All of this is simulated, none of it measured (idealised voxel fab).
Name of the process module below: voxel self aligned contacts
For reference, the cross-section in this document is cut, with width 170 nm and square cells of 5 nm.
How to read a cross-section here: the picture is a grid of square cells, written as bands going from the top down, and any band can span one or more rows of cells. A band entry consists of two parts. The first gives the height of the band's top and the height of its bottom, in nm. The rest lists the band's materials from left to right, each with its width in nm. A single material labelled with the word "throughout" fills the band from edge to edge, and the word "blank" marks empty space. Heights are measured from 0, the level below which the as-received wafer is all one material; the lowest band has no bottom and continues downward, written as in "z 0 and below". Width: "30->40" (first number = top row, second number = bottom row, same change from row to row of cells). Given "nothing got changed" for a step, no cell of the cross-section differs between before and after that step. "Closed internal voids" means: voids of 8 cells or more that are shut off from the top with no open way through. Written width x height at distance, distance from the left edge, in nm. Note: text after step settings on the step line = simulator remark on that step. overlay nm: for a step with a mask, the amount by which the mask lay right of where it was planned; a negative amount means left of it. From here on the document is pairs. In a pair, the cross-section before one process step comes with the cross-section after it, and the latter goes no deeper than the lowest band that changed. What lies in between, the step and its settings, is written under the pair. A pair may be from a different run of this module on the same starting wafer than the pair above it, so it continues from that pair only where its entry headed "Pre-processing view" says so.

Pre-processing view
  z 0 and below | Si throughout
  Closed internal voids: none

Section After Processing
  z 0 to -5 | SiO2 throughout
  Rest of section, below -5: as before.
  Closed internal voids: none
Formally, the process step situated between the two cross-sections above is OXIDIZE: depth nm 5

Pre-processing view: Please consult the pair immediately above; the cross-section it shows after its step is the state before this step.

Section After Processing
  z 30 to 0 | polySi throughout
  Rest of section, below 0: as before.
  Closed internal voids: none
Formally, the process step situated between the two cross-sections above is DIRECTIONAL_DEP: material polySi, thk nm 30

Pre-processing view: Please consult the pair immediately above; the cross-section it shows after its step is the state before this step.

Section After Processing
  z 50 to 30 | SiN throughout
  Rest of section, below 30: as before.
  Closed internal voids: none
Formally, the process step situated between the two cross-sections above is DIRECTIONAL_DEP: material SiN, thk nm 20

Pre-processing view: Please consult the pair immediately above; the cross-section it shows after its step is the state before this step.

Section After Processing
  z 65 to 50 | aC throughout
  Rest of section, below 50: as before.
  Closed internal voids: none
Formally, the process step situated between the two cross-sections above is DIRECTIONAL_DEP: material aC, thk nm 15

Pre-processing view: Please consult the pair immediately above; the cross-section it shows after its step is the state before this step.

Section After Processing
  z 100 to 65 | blank (35), resist (35), blank (25), resist (35), blank (40)
  Rest of section, below 65: as before.
  Closed internal voids: none
Formally, the process step situated between the two cross-sections above is PATTERN: tone cover, mask id GATE, material resist, width nm 35, pitch nm 60, thk nm 35, overlay nm 0

Pre-processing view: Please consult the pair immediately above; the cross-section it shows after its step is the state before this step.

Section After Processing
  z 85 to 65 | blank (35), resist (35), blank (25), resist (35), blank (40)
  z 65 to 50 | blank (35), aC (35), blank (25), aC (35), blank (40)
  Rest of section, below 50: as before.
  Closed internal voids: none
Formally, the process step situated between the two cross-sections above is DIRECTIONAL_ETCH: etch materials aC, depth nm 15

Pre-processing view: Please consult the pair immediately above; the cross-section it shows after its step is the state before this step.

Section After Processing
  z 65 to 50 | blank (35), aC (35), blank (25), aC (35), blank (40)
  Rest of section, below 50: as before.
  Closed internal voids: none
Formally, the process step situated between the two cross-sections above is STRIP: etch materials resist

Pre-processing view: Please consult the pair immediately above; the cross-section it shows after its step is the state before this step.

Section After Processing
  z 65 to 50 | blank (35), aC (35), blank (25), aC (35), blank (40)
  z 50 to 30 | blank (35), SiN (35), blank (25), SiN (35), blank (40)
  Rest of section, below 30: as before.
  Closed internal voids: none
Formally, the process step situated between the two cross-sections above is DIRECTIONAL_ETCH: etch materials SiN, depth nm 20

Pre-processing view: Please consult the pair immediately above; the cross-section it shows after its step is the state before this step.

Section After Processing
  z 65 to 50 | blank (35), aC (35), blank (25), aC (35), blank (40)
  z 50 to 30 | blank (35), SiN (35), blank (25), SiN (35), blank (40)
  z 30 to 0 | blank (35), polySi (35), blank (25), polySi (35), blank (40)
  Rest of section, below 0: as before.
  Closed internal voids: none
Formally, the process step situated between the two cross-sections above is DIRECTIONAL_ETCH: etch materials polySi, depth nm 30

Pre-processing view: Please consult the pair immediately above; the cross-section it shows after its step is the state before this step.

Section After Processing
  z 50 to 30 | blank (35), SiN (35), blank (25), SiN (35), blank (40)
  Rest of section, below 30: as before.
  Closed internal voids: none
Formally, the process step situated between the two cross-sections above is STRIP: etch materials aC

Pre-processing view: Please consult the pair immediately above; the cross-section it shows after its step is the state before this step.

Section After Processing
  z 55 to 30 | blank (30), SiN (45), blank (15), SiN (45), blank (35)
  z 30 to 5 | blank (30), SiN (5), polySi (35), SiN (5), blank (15), SiN (5), polySi (35), SiN (5), blank (35)
  z 5 to 0 | SiN (35), polySi (35), SiN (25), polySi (35), SiN (40)
  Rest of section, below 0: as before.
  Closed internal voids: none
Formally, the process step situated between the two cross-sections above is CONFORMAL_DEP: material SiN, thk nm 5

Pre-processing view: Please consult the pair immediately above; the cross-section it shows after its step is the state before this step.

Section After Processing
  z 50 to 30 | blank (30), SiN (45), blank (15), SiN (45), blank (35)
  z 30 to 0 | blank (30), SiN (5), polySi (35), SiN (5), blank (15), SiN (5), polySi (35), SiN (5), blank (35)
  Rest of section, below 0: as before.
  Closed internal voids: none
Formally, the process step situated between the two cross-sections above is DIRECTIONAL_ETCH: etch materials SiN, depth nm 5

Pre-processing view: Please consult the pair immediately above; the cross-section it shows after its step is the state before this step.

Section After Processing
  z 60 to 50 | SiO2 throughout
  z 50 to 30 | SiO2 (30), SiN (45), SiO2 (15), SiN (45), SiO2 (35)
  z 30 to 0 | SiO2 (30), SiN (5), polySi (35), SiN (5), SiO2 (15), SiN (5), polySi (35), SiN (5), SiO2 (35)
  Rest of section, below 0: as before.
  Closed internal voids: none
Formally, the process step situated between the two cross-sections above is FILL_DEP: material SiO2, thk nm 10

Pre-processing view: Please consult the pair immediately above; the cross-section it shows after its step is the state before this step.

Section After Processing
  z 55 to 50 | SiO2 throughout
  Rest of section, below 50: as before.
  Closed internal voids: none
Formally, the process step situated between the two cross-sections above is CMP: height nm 55

Pre-processing view: Please consult the pair immediately above; the cross-section it shows after its step is the state before this step.

Section After Processing
  z 55 to 50 | SiO2 (60), blank (45), SiO2 (65)
  z 50 to 30 | SiO2 (30), SiN (45), blank (15), SiN (45), SiO2 (35)
  z 30 to 0 | SiO2 (30), SiN (5), polySi (35), SiN (5), blank (15), SiN (5), polySi (35), SiN (5), SiO2 (35)
  z 0 to -5 | SiO2 (75), blank (15), SiO2 (80)
  Rest of section, below -5: as before.
  Closed internal voids: none
Formally, the process step situated between the two cross-sections above is MASKED_ETCH: tone open, mask id CONTACT, width nm 45, etch materials SiO2, depth nm 60, overlay nm 0

Pre-processing view: Please consult the pair immediately above; the cross-section it shows after its step is the state before this step.

Section After Processing
  z 60 to 55 | TiN (65), blank (35), TiN (70)
  z 55 to 50 | SiO2 (60), TiN (20), blank (5), TiN (20), SiO2 (65)
  z 50 to 30 | SiO2 (30), SiN (45), TiN (5), blank (5), TiN (5), SiN (45), SiO2 (35)
  z 30 to 0 | SiO2 (30), SiN (5), polySi (35), SiN (5), TiN (5), blank (5), TiN (5), SiN (5), polySi (35), SiN (5), SiO2 (35)
  z 0 to -5 | SiO2 (75), TiN (15), SiO2 (80)
  Rest of section, below -5: as before.
  Closed internal voids: none
Formally, the process step situated between the two cross-sections above is CONFORMAL_DEP: material TiN, thk nm 5

Pre-processing view: Please consult the pair immediately above; the cross-section it shows after its step is the state before this step.

Section After Processing
  z 70 to 60 | W throughout
  z 60 to 55 | TiN (65), W (35), TiN (70)
  z 55 to 50 | SiO2 (60), TiN (20), W (5), TiN (20), SiO2 (65)
  z 50 to 30 | SiO2 (30), SiN (45), TiN (5), W (5), TiN (5), SiN (45), SiO2 (35)
  z 30 to 0 | SiO2 (30), SiN (5), polySi (35), SiN (5), TiN (5), W (5), TiN (5), SiN (5), polySi (35), SiN (5), SiO2 (35)
  Rest of section, below 0: as before.
  Closed internal voids: none
Formally, the process step situated between the two cross-sections above is FILL_DEP: material W, thk nm 10

Pre-processing view: Please consult the pair immediately above; the cross-section it shows after its step is the state before this step.

Section After Processing
  z 55 to 50 | SiO2 (60), TiN (20), W (5), TiN (20), SiO2 (65)
  Rest of section, below 50: as before.
  Closed internal voids: none
Formally, the process step situated between the two cross-sections above is CMP: height nm 55

Pre-processing view: Please consult the pair immediately above; the cross-section it shows after its step is the state before this step.

Section After Processing
  z 60 to 55 | SiN throughout
  Rest of section, below 55: as before.
  Closed internal voids: none
Formally, the process step situated between the two cross-sections above is CONFORMAL_DEP: material SiN, thk nm 5

Pre-processing view
  z 50 to 30 | blank (35), SiN (35), blank (25), SiN (35), blank (40)
  z 30 to 0 | blank (35), polySi (35), blank (25), polySi (35), blank (40)
  z 0 to -5 | SiO2 throughout
  z -5 and below | Si throughout
  Closed internal voids: none

Section After Processing
  z 45 to 30 | blank (35), SiN (35), blank (25), SiN (35), blank (40)
  Rest of section, below 30: as before.
  Closed internal voids: none
Formally, the process step situated between the two cross-sections above is DIRECTIONAL_ETCH: etch materials SiN, depth nm 5

Pre-processing view: Please consult the pair immediately above; the cross-section it shows after its step is the state before this step.

Section After Processing
  z 55 to 45 | SiO2 throughout
  z 45 to 30 | SiO2 (35), SiN (35), SiO2 (25), SiN (35), SiO2 (40)
  z 30 to 0 | SiO2 (35), polySi (35), SiO2 (25), polySi (35), SiO2 (40)
  Rest of section, below 0: as before.
  Closed internal voids: none
Formally, the process step situated between the two cross-sections above is FILL_DEP: material SiO2, thk nm 10

Pre-processing view: Please consult the pair immediately above; the cross-section it shows after its step is the state before this step.

Section After Processing
  z 55 to 45 | SiO2 (60), blank (45), SiO2 (65)
  z 45 to 30 | SiO2 (35), SiN (35), blank (25), SiN (35), SiO2 (40)
  z 30 to 0 | SiO2 (35), polySi (35), blank (25), polySi (35), SiO2 (40)
  z 0 to -5 | SiO2 (70), blank (25), SiO2 (75)
  Rest of section, below -5: as before.
  Closed internal voids: none
Formally, the process step situated between the two cross-sections above is MASKED_ETCH: tone open, mask id CONTACT, width nm 45, etch materials SiO2, depth nm 60, overlay nm 0

Pre-processing view: Please consult the pair immediately above; the cross-section it shows after its step is the state before this step.

Section After Processing
  z 60 to 55 | TiN (65), blank (35), TiN (70)
  z 55 to 45 | SiO2 (60), TiN (5->15), blank (35->15), TiN (5->15), SiO2 (65)
  z 45 to 30 | SiO2 (35), SiN (35), TiN (5), blank (15), TiN (5), SiN (35), SiO2 (40)
  z 30 to 0 | SiO2 (35), polySi (35), TiN (5), blank (15), TiN (5), polySi (35), SiO2 (40)
  z 0 to -5 | SiO2 (70), TiN (25), SiO2 (75)
  Rest of section, below -5: as before.
  Closed internal voids: none
Formally, the process step situated between the two cross-sections above is CONFORMAL_DEP: material TiN, thk nm 5

Pre-processing view: Please consult the pair immediately above; the cross-section it shows after its step is the state before this step.

Section After Processing
  z 70 to 60 | W throughout
  z 60 to 55 | TiN (65), W (35), TiN (70)
  z 55 to 45 | SiO2 (60), TiN (5->15), W (35->15), TiN (5->15), SiO2 (65)
  z 45 to 30 | SiO2 (35), SiN (35), TiN (5), W (15), TiN (5), SiN (35), SiO2 (40)
  z 30 to 0 | SiO2 (35), polySi (35), TiN (5), W (15), TiN (5), polySi (35), SiO2 (40)
  Rest of section, below 0: as before.
  Closed internal voids: none
Formally, the process step situated between the two cross-sections above is FILL_DEP: material W, thk nm 10

Pre-processing view: Please consult the pair immediately above; the cross-section it shows after its step is the state before this step.

Section After Processing
  z 55 to 45 | SiO2 (60), TiN (5->15), W (35->15), TiN (5->15), SiO2 (65)
  Rest of section, below 45: as before.
  Closed internal voids: none
Formally, the process step situated between the two cross-sections above is CMP: height nm 55

Pre-processing view: Please consult the pair immediately above; the cross-section it shows after its step is the state before this step.

Section After Processing
  z 60 to 55 | SiN throughout
  Rest of section, below 55: as before.
  Closed internal voids: none
Formally, the process step situated between the two cross-sections above is CONFORMAL_DEP: material SiN, thk nm 5

Pre-processing view
  z 50 to 30 | SiN throughout
  z 30 to 0 | polySi throughout
  z 0 to -5 | SiO2 throughout
  z -5 and below | Si throughout
  Closed internal voids: none

Section After Processing
  z 70 to 30 | SiN throughout
  Rest of section, below 30: as before.
  Closed internal voids: none
Formally, the process step situated between the two cross-sections above is DIRECTIONAL_DEP: material SiN, thk nm 20

Pre-processing view: Please consult the pair immediately above; the cross-section it shows after its step is the state before this step.

Section After Processing
  z 85 to 70 | aC throughout
  Rest of section, below 70: as before.
  Closed internal voids: none
Formally, the process step situated between the two cross-sections above is DIRECTIONAL_DEP: material aC, thk nm 15

Pre-processing view: Please consult the pair immediately above; the cross-section it shows after its step is the state before this step.

Section After Processing
  z 120 to 85 | blank (35), resist (35), blank (25), resist (35), blank (40)
  Rest of section, below 85: as before.
  Closed internal voids: none
Formally, the process step situated between the two cross-sections above is PATTERN: tone cover, mask id GATE, material resist, width nm 35, pitch nm 60, thk nm 35, overlay nm 0

Pre-processing view: Please consult the pair immediately above; the cross-section it shows after its step is the state before this step.

Section After Processing
  z 105 to 85 | blank (35), resist (35), blank (25), resist (35), blank (40)
  z 85 to 70 | blank (35), aC (35), blank (25), aC (35), blank (40)
  Rest of section, below 70: as before.
  Closed internal voids: none
Formally, the process step situated between the two cross-sections above is DIRECTIONAL_ETCH: etch materials aC, depth nm 15

Pre-processing view: Please consult the pair immediately above; the cross-section it shows after its step is the state before this step.

Section After Processing
  z 85 to 70 | blank (35), aC (35), blank (25), aC (35), blank (40)
  Rest of section, below 70: as before.
  Closed internal voids: none
Formally, the process step situated between the two cross-sections above is STRIP: etch materials resist

Pre-processing view: Please consult the pair immediately above; the cross-section it shows after its step is the state before this step.

Section After Processing
  z 85 to 70 | blank (35), aC (35), blank (25), aC (35), blank (40)
  z 70 to 50 | blank (35), SiN (35), blank (25), SiN (35), blank (40)
  Rest of section, below 50: as before.
  Closed internal voids: none
Formally, the process step situated between the two cross-sections above is DIRECTIONAL_ETCH: etch materials SiN, depth nm 20

Pre-processing view: Please consult the pair immediately above; the cross-section it shows after its step is the state before this step.

Section After Processing
  z 70 to 50 | blank (35), SiN (35), blank (25), SiN (35), blank (40)
  Rest of section, below 50: as before.
  Closed internal voids: none
Formally, the process step situated between the two cross-sections above is STRIP: etch materials aC

Pre-processing view: Please consult the pair immediately above; the cross-section it shows after its step is the state before this step.

Section After Processing
  z 75 to 55 | blank (30), SiN (45), blank (15), SiN (45), blank (35)
  z 55 to 30 | SiN throughout
  Rest of section, below 30: as before.
  Closed internal voids: none
Formally, the process step situated between the two cross-sections above is CONFORMAL_DEP: material SiN, thk nm 5

Pre-processing view: Please consult the pair immediately above; the cross-section it shows after its step is the state before this step.

Section After Processing
  z 70 to 50 | blank (30), SiN (45), blank (15), SiN (45), blank (35)
  Rest of section, below 50: as before.
  Closed internal voids: none
Formally, the process step situated between the two cross-sections above is DIRECTIONAL_ETCH: etch materials SiN, depth nm 5

Pre-processing view: Please consult the pair immediately above; the cross-section it shows after its step is the state before this step.

Section After Processing
  z 80 to 70 | SiO2 throughout
  z 70 to 50 | SiO2 (30), SiN (45), SiO2 (15), SiN (45), SiO2 (35)
  Rest of section, below 50: as before.
  Closed internal voids: none
Formally, the process step situated between the two cross-sections above is FILL_DEP: material SiO2, thk nm 10

Pre-processing view: Please consult the pair immediately above; the cross-section it shows after its step is the state before this step.

Section After Processing
  z 55 to 50 | SiO2 (30), SiN (45), SiO2 (15), SiN (45), SiO2 (35)
  Rest of section, below 50: as before.
  Closed internal voids: none
Formally, the process step situated between the two cross-sections above is CMP: height nm 55

Pre-processing view: Please consult the pair immediately above; the cross-section it shows after its step is the state before this step.

Section After Processing
  z 55 to 50 | SiO2 (30), SiN (45), blank (15), SiN (45), SiO2 (35)
  Rest of section, below 50: as before.
  Closed internal voids: none
Formally, the process step situated between the two cross-sections above is MASKED_ETCH: tone open, mask id CONTACT, width nm 45, etch materials SiO2, depth nm 60, overlay nm 0

Pre-processing view: Please consult the pair immediately above; the cross-section it shows after its step is the state before this step.

Section After Processing
  z 60 to 55 | TiN (80), blank (5), TiN (85)
  z 55 to 50 | SiO2 (30), SiN (45), TiN (15), SiN (45), SiO2 (35)
  Rest of section, below 50: as before.
  Closed internal voids: none
Formally, the process step situated between the two cross-sections above is CONFORMAL_DEP: material TiN, thk nm 5

Pre-processing view: Please consult the pair immediately above; the cross-section it shows after its step is the state before this step.

Section After Processing
  z 70 to 60 | W throughout
  z 60 to 55 | TiN (80), W (5), TiN (85)
  Rest of section, below 55: as before.
  Closed internal voids: none
Formally, the process step situated between the two cross-sections above is FILL_DEP: material W, thk nm 10

Pre-processing view: Please consult the pair immediately above; the cross-section it shows after its step is the state before this step.

Section After Processing
  z 55 to 50 | SiO2 (30), SiN (45), TiN (15), SiN (45), SiO2 (35)
  Rest of section, below 50: as before.
  Closed internal voids: none
Formally, the process step situated between the two cross-sections above is CMP: height nm 55

Pre-processing view: Please consult the pair immediately above; the cross-section it shows after its step is the state before this step.

Section After Processing
  z 60 to 55 | SiN throughout
  Rest of section, below 55: as before.
  Closed internal voids: none
Formally, the process step situated between the two cross-sections above is CONFORMAL_DEP: material SiN, thk nm 5

Pre-processing view
  z 45 to 30 | blank (35), SiN (35), blank (25), SiN (35), blank (40)
  z 30 to 0 | blank (35), polySi (35), blank (25), polySi (35), blank (40)
  z 0 to -5 | SiO2 throughout
  z -5 and below | Si throughout
  Closed internal voids: none

Section After Processing
  z 50 to 30 | blank (30), SiN (45), blank (15), SiN (45), blank (35)
  z 30 to 5 | blank (30), SiN (5), polySi (35), SiN (5), blank (15), SiN (5), polySi (35), SiN (5), blank (35)
  z 5 to 0 | SiN (35), polySi (35), SiN (25), polySi (35), SiN (40)
  Rest of section, below 0: as before.
  Closed internal voids: none
Formally, the process step situated between the two cross-sections above is CONFORMAL_DEP: material SiN, thk nm 5

Pre-processing view: Please consult the pair immediately above; the cross-section it shows after its step is the state before this step.

Section After Processing
  z 60 to 50 | SiO2 throughout
  z 50 to 30 | SiO2 (30), SiN (45), SiO2 (15), SiN (45), SiO2 (35)
  z 30 to 5 | SiO2 (30), SiN (5), polySi (35), SiN (5), SiO2 (15), SiN (5), polySi (35), SiN (5), SiO2 (35)
  Rest of section, below 5: as before.
  Closed internal voids: none
Formally, the process step situated between the two cross-sections above is FILL_DEP: material SiO2, thk nm 10

Pre-processing view: Please consult the pair immediately above; the cross-section it shows after its step is the state before this step.

Section After Processing
  z 55 to 50 | SiO2 throughout
  Rest of section, below 50: as before.
  Closed internal voids: none
Formally, the process step situated between the two cross-sections above is CMP: height nm 55

Pre-processing view: Please consult the pair immediately above; the cross-section it shows after its step is the state before this step.

Section After Processing
  z 55 to 50 | SiO2 (60), blank (45), SiO2 (65)
  z 50 to 30 | SiO2 (30), SiN (45), blank (15), SiN (45), SiO2 (35)
  z 30 to 5 | SiO2 (30), SiN (5), polySi (35), SiN (5), blank (15), SiN (5), polySi (35), SiN (5), SiO2 (35)
  Rest of section, below 5: as before.
  Closed internal voids: none
Formally, the process step situated between the two cross-sections above is MASKED_ETCH: tone open, mask id CONTACT, width nm 45, etch materials SiO2, depth nm 60, overlay nm 0

Pre-processing view: Please consult the pair immediately above; the cross-section it shows after its step is the state before this step.

Section After Processing
  z 60 to 55 | TiN (65), blank (35), TiN (70)
  z 55 to 50 | SiO2 (60), TiN (20), blank (5), TiN (20), SiO2 (65)
  z 50 to 30 | SiO2 (30), SiN (45), TiN (5), blank (5), TiN (5), SiN (45), SiO2 (35)
  z 30 to 10 | SiO2 (30), SiN (5), polySi (35), SiN (5), TiN (5), blank (5), TiN (5), SiN (5), polySi (35), SiN (5), SiO2 (35)
  z 10 to 5 | SiO2 (30), SiN (5), polySi (35), SiN (5), TiN (15), SiN (5), polySi (35), SiN (5), SiO2 (35)
  Rest of section, below 5: as before.
  Closed internal voids: none
Formally, the process step situated between the two cross-sections above is CONFORMAL_DEP: material TiN, thk nm 5

Pre-processing view: Please consult the pair immediately above; the cross-section it shows after its step is the state before this step.

Section After Processing
  z 70 to 60 | W throughout
  z 60 to 55 | TiN (65), W (35), TiN (70)
  z 55 to 50 | SiO2 (60), TiN (20), W (5), TiN (20), SiO2 (65)
  z 50 to 30 | SiO2 (30), SiN (45), TiN (5), W (5), TiN (5), SiN (45), SiO2 (35)
  z 30 to 10 | SiO2 (30), SiN (5), polySi (35), SiN (5), TiN (5), W (5), TiN (5), SiN (5), polySi (35), SiN (5), SiO2 (35)
  Rest of section, below 10: as before.
  Closed internal voids: none
Formally, the process step situated between the two cross-sections above is FILL_DEP: material W, thk nm 10

Pre-processing view: Please consult the pair immediately above; the cross-section it shows after its step is the state before this step.

Section After Processing
  z 55 to 50 | SiO2 (60), TiN (20), W (5), TiN (20), SiO2 (65)
  Rest of section, below 50: as before.
  Closed internal voids: none
Formally, the process step situated between the two cross-sections above is CMP: height nm 55

Pre-processing view: Please consult the pair immediately above; the cross-section it shows after its step is the state before this step.

Section After Processing
  z 60 to 55 | SiN throughout
  Rest of section, below 55: as before.
  Closed internal voids: none
Formally, the process step situated between the two cross-sections above is CONFORMAL_DEP: material SiN, thk nm 5

Pre-processing view
  z 65 to 50 | blank (35), aC (35), blank (25), aC (35), blank (40)
  z 50 to 30 | blank (35), SiN (35), blank (25), SiN (35), blank (40)
  z 30 to 0 | polySi throughout
  z 0 to -5 | SiO2 throughout
  z -5 and below | Si throughout
  Closed internal voids: none

Section After Processing
  z 65 to 50 | blank (35), aC (35), blank (25), aC (35), blank (40)
  z 50 to 30 | blank (35), SiN (35), blank (25), SiN (35), blank (40)
  z 30 to 5 | blank (35), polySi (35), blank (25), polySi (35), blank (40)
  Rest of section, below 5: as before.
  Closed internal voids: none
Formally, the process step situated between the two cross-sections above is DIRECTIONAL_ETCH: etch materials polySi, depth nm 25

Pre-processing view: Please consult the pair immediately above; the cross-section it shows after its step is the state before this step.

Section After Processing
  z 50 to 30 | blank (35), SiN (35), blank (25), SiN (35), blank (40)
  Rest of section, below 30: as before.
  Closed internal voids: none
Formally, the process step situated between the two cross-sections above is STRIP: etch materials aC

Pre-processing view: Please consult the pair immediately above; the cross-section it shows after its step is the state before this step.

Section After Processing
  z 55 to 30 | blank (30), SiN (45), blank (15), SiN (45), blank (35)
  z 30 to 10 | blank (30), SiN (5), polySi (35), SiN (5), blank (15), SiN (5), polySi (35), SiN (5), blank (35)
  z 10 to 5 | SiN (35), polySi (35), SiN (25), polySi (35), SiN (40)
  Rest of section, below 5: as before.
  Closed internal voids: none
Formally, the process step situated between the two cross-sections above is CONFORMAL_DEP: material SiN, thk nm 5

Pre-processing view: Please consult the pair immediately above; the cross-section it shows after its step is the state before this step.

Section After Processing
  z 50 to 30 | blank (30), SiN (45), blank (15), SiN (45), blank (35)
  z 30 to 5 | blank (30), SiN (5), polySi (35), SiN (5), blank (15), SiN (5), polySi (35), SiN (5), blank (35)
  Rest of section, below 5: as before.
  Closed internal voids: none
Formally, the process step situated between the two cross-sections above is DIRECTIONAL_ETCH: etch materials SiN, depth nm 5

Pre-processing view: Please consult the pair immediately above; the cross-section it shows after its step is the state before this step.

Section After Processing
  z 60 to 50 | SiO2 throughout
  z 50 to 30 | SiO2 (30), SiN (45), SiO2 (15), SiN (45), SiO2 (35)
  z 30 to 5 | SiO2 (30), SiN (5), polySi (35), SiN (5), SiO2 (15), SiN (5), polySi (35), SiN (5), SiO2 (35)
  Rest of section, below 5: as before.
  Closed internal voids: none
Formally, the process step situated between the two cross-sections above is FILL_DEP: material SiO2, thk nm 10

Pre-processing view: Please consult the pair immediately above; the cross-section it shows after its step is the state before this step.

Section After Processing
  z 55 to 50 | SiO2 throughout
  Rest of section, below 50: as before.
  Closed internal voids: none
Formally, the process step situated between the two cross-sections above is CMP: height nm 55

Pre-processing view: Please consult the pair immediately above; the cross-section it shows after its step is the state before this step.

Section After Processing
  z 55 to 50 | SiO2 (60), blank (45), SiO2 (65)
  z 50 to 30 | SiO2 (30), SiN (45), blank (15), SiN (45), SiO2 (35)
  z 30 to 5 | SiO2 (30), SiN (5), polySi (35), SiN (5), blank (15), SiN (5), polySi (35), SiN (5), SiO2 (35)
  Rest of section, below 5: as before.
  Closed internal voids: none
Formally, the process step situated between the two cross-sections above is MASKED_ETCH: tone open, mask id CONTACT, width nm 45, etch materials SiO2, depth nm 60, overlay nm 0

Pre-processing view: Please consult the pair immediately above; the cross-section it shows after its step is the state before this step.

Section After Processing
  z 60 to 55 | TiN (65), blank (35), TiN (70)
  z 55 to 50 | SiO2 (60), TiN (20), blank (5), TiN (20), SiO2 (65)
  z 50 to 30 | SiO2 (30), SiN (45), TiN (5), blank (5), TiN (5), SiN (45), SiO2 (35)
  z 30 to 10 | SiO2 (30), SiN (5), polySi (35), SiN (5), TiN (5), blank (5), TiN (5), SiN (5), polySi (35), SiN (5), SiO2 (35)
  z 10 to 5 | SiO2 (30), SiN (5), polySi (35), SiN (5), TiN (15), SiN (5), polySi (35), SiN (5), SiO2 (35)
  Rest of section, below 5: as before.
  Closed internal voids: none
Formally, the process step situated between the two cross-sections above is CONFORMAL_DEP: material TiN, thk nm 5

Pre-processing view: Please consult the pair immediately above; the cross-section it shows after its step is the state before this step.

Section After Processing
  z 70 to 60 | W throughout
  z 60 to 55 | TiN (65), W (35), TiN (70)
  z 55 to 50 | SiO2 (60), TiN (20), W (5), TiN (20), SiO2 (65)
  z 50 to 30 | SiO2 (30), SiN (45), TiN (5), W (5), TiN (5), SiN (45), SiO2 (35)
  z 30 to 10 | SiO2 (30), SiN (5), polySi (35), SiN (5), TiN (5), W (5), TiN (5), SiN (5), polySi (35), SiN (5), SiO2 (35)
  Rest of section, below 10: as before.
  Closed internal voids: none
Formally, the process step situated between the two cross-sections above is FILL_DEP: material W, thk nm 10

Pre-processing view: Please consult the pair immediately above; the cross-section it shows after its step is the state before this step.

Section After Processing
  z 55 to 50 | SiO2 (60), TiN (20), W (5), TiN (20), SiO2 (65)
  Rest of section, below 50: as before.
  Closed internal voids: none
Formally, the process step situated between the two cross-sections above is CMP: height nm 55

Pre-processing view: Please consult the pair immediately above; the cross-section it shows after its step is the state before this step.

Section After Processing
  z 60 to 55 | SiN throughout
  Rest of section, below 55: as before.
  Closed internal voids: none
Formally, the process step situated between the two cross-sections above is CONFORMAL_DEP: material SiN, thk nm 5

Pre-processing view
  z 55 to 50 | SiO2 throughout
  z 50 to 30 | SiO2 (30), SiN (45), SiO2 (15), SiN (45), SiO2 (35)
  z 30 to 0 | SiO2 (30), SiN (5), polySi (35), SiN (5), SiO2 (15), SiN (5), polySi (35), SiN (5), SiO2 (35)
  z 0 to -5 | SiO2 throughout
  z -5 and below | Si throughout
  Closed internal voids: none

Section After Processing
  z 55 to 50 | SiO2 (55), blank (55), SiO2 (60)
  z 50 to 30 | SiO2 (30), SiN (45), blank (15), SiN (45), SiO2 (35)
  z 30 to 0 | SiO2 (30), SiN (5), polySi (35), SiN (5), blank (15), SiN (5), polySi (35), SiN (5), SiO2 (35)
  z 0 to -5 | SiO2 (75), blank (15), SiO2 (80)
  Rest of section, below -5: as before.
  Closed internal voids: none
Formally, the process step situated between the two cross-sections above is MASKED_ETCH: tone open, mask id CONTACT, width nm 55, etch materials SiO2, depth nm 60, overlay nm 0

Pre-processing view: Please consult the pair immediately above; the cross-section it shows after its step is the state before this step.

Section After Processing
  z 60 to 55 | TiN (60), blank (45), TiN (65)
  z 55 to 50 | SiO2 (55), TiN (25), blank (5), TiN (25), SiO2 (60)
  z 50 to 30 | SiO2 (30), SiN (45), TiN (5), blank (5), TiN (5), SiN (45), SiO2 (35)
  z 30 to 0 | SiO2 (30), SiN (5), polySi (35), SiN (5), TiN (5), blank (5), TiN (5), SiN (5), polySi (35), SiN (5), SiO2 (35)
  z 0 to -5 | SiO2 (75), TiN (15), SiO2 (80)
  Rest of section, below -5: as before.
  Closed internal voids: none
Formally, the process step situated between the two cross-sections above is CONFORMAL_DEP: material TiN, thk nm 5

Pre-processing view: Please consult the pair immediately above; the cross-section it shows after its step is the state before this step.

Section After Processing
  z 70 to 60 | W throughout
  z 60 to 55 | TiN (60), W (45), TiN (65)
  z 55 to 50 | SiO2 (55), TiN (25), W (5), TiN (25), SiO2 (60)
  z 50 to 30 | SiO2 (30), SiN (45), TiN (5), W (5), TiN (5), SiN (45), SiO2 (35)
  z 30 to 0 | SiO2 (30), SiN (5), polySi (35), SiN (5), TiN (5), W (5), TiN (5), SiN (5), polySi (35), SiN (5), SiO2 (35)
  Rest of section, below 0: as before.
  Closed internal voids: none
Formally, the process step situated between the two cross-sections above is FILL_DEP: material W, thk nm 10

Pre-processing view: Please consult the pair immediately above; the cross-section it shows after its step is the state before this step.

Section After Processing
  z 55 to 50 | SiO2 (55), TiN (25), W (5), TiN (25), SiO2 (60)
  Rest of section, below 50: as before.
  Closed internal voids: none
Formally, the process step situated between the two cross-sections above is CMP: height nm 55

Pre-processing view: Please consult the pair immediately above; the cross-section it shows after its step is the state before this step.

Section After Processing
  z 60 to 55 | SiN throughout
  Rest of section, below 55: as before.
  Closed internal voids: none
Formally, the process step situated between the two cross-sections above is CONFORMAL_DEP: material SiN, thk nm 5

Pre-processing view
  z 65 to 50 | aC throughout
  z 50 to 30 | SiN throughout
  z 30 to 0 | polySi throughout
  z 0 to -5 | SiO2 throughout
  z -5 and below | Si throughout
  Closed internal voids: none

Section After Processing
  z 100 to 65 | blank (40), resist (35), blank (25), resist (35), blank (35)
  Rest of section, below 65: as before.
  Closed internal voids: none
Formally, the process step situated between the two cross-sections above is PATTERN: tone cover, mask id GATE, material resist, width nm 35, pitch nm 60, thk nm 35, overlay nm 5

Pre-processing view: Please consult the pair immediately above; the cross-section it shows after its step is the state before this step.

Section After Processing
  z 85 to 65 | blank (40), resist (35), blank (25), resist (35), blank (35)
  z 65 to 50 | blank (40), aC (35), blank (25), aC (35), blank (35)
  Rest of section, below 50: as before.
  Closed internal voids: none
Formally, the process step situated between the two cross-sections above is DIRECTIONAL_ETCH: etch materials aC, depth nm 15

Pre-processing view: Please consult the pair immediately above; the cross-section it shows after its step is the state before this step.

Section After Processing
  z 65 to 50 | blank (40), aC (35), blank (25), aC (35), blank (35)
  Rest of section, below 50: as before.
  Closed internal voids: none
Formally, the process step situated between the two cross-sections above is STRIP: etch materials resist
